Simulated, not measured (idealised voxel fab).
The name of this process module is voxel plated lines.
Each square cell in cross-section cut measures 5 nm, and the section as a whole is 300 nm wide.
How to read a cross-section here: the picture is a grid of square cells, written as bands going from the top down, and any band can span one or more rows of cells.
In this notation a band is specified by the heights of its top and bottom, in that order and in nm, after which its materials appear from left to right, each paired with its width in nm. The word "all across" attached to a single material means that material fills the band from edge to edge; the word "blank" stands for empty space.
Heights are measured from 0, the level below which the as-received wafer is all one material; the lowest band has no bottom and continues downward, written as in "0..down".
The width entry "30 to 40" should be interpreted row by row: the top row of cells in the band takes the first number, the bottom row takes the second number, and the change between adjacent rows is uniform throughout.
"no modification" after a step means that no cell of the cross-section changed.
This entry, "Voids, enclosed", enumerates those empty regions of no fewer than 8 cells that possess no open connection to the top. Each region is reported in the form width x height at distance, the distance being taken from the left edge, with all three quantities expressed in nm.
Note: text after step settings on the step line = simulator remark on that step.
Among the settings permitted on a step's line is "overlay nm"; applied to a step with a mask, it specifies the extent to which the mask lay to the right of its planned position, whereas a negative figure signifies a position to the left.
Steps planned for the process
1: RECEIVE: material Si
2: CONFORMAL_DEP: material Al2O3, thk nm 5
3: DIRECTIONAL_DEP: material TiN, thk nm 5
4: PATTERN: tone open, mask id LINES, material resist, width nm 20, pitch nm 35, thk nm 25, overlay nm 0
5: EPI: material Ru, thk nm 10
6: EPI: material Ru, thk nm 10
7: STRIP: etch materials resist
8: DIRECTIONAL_ETCH: etch materials TiN, depth nm 5
9: CONFORMAL_DEP: material SiN, thk nm 5
Received-state cross-section, reflecting completion of step 1
* 0..down = Si all across
* Voids, enclosed: none
Post-module cross-section: identical start and plan to those above, one misstep in execution
* 30..10 = blank: 85; Ru: 20; blank: 15; Ru: 20; blank: 15; Ru: 20; blank: 15; Ru: 20; blank: 90
* 10..5 = blank: 85; TiN: 20; blank: 15; TiN: 20; blank: 15; TiN: 20; blank: 15; TiN: 20; blank: 90
* 5..0 = Al2O3 all across
* 0..down = Si all across
* Voids, enclosed: none
Processing error: plan step 9: skipped, not run
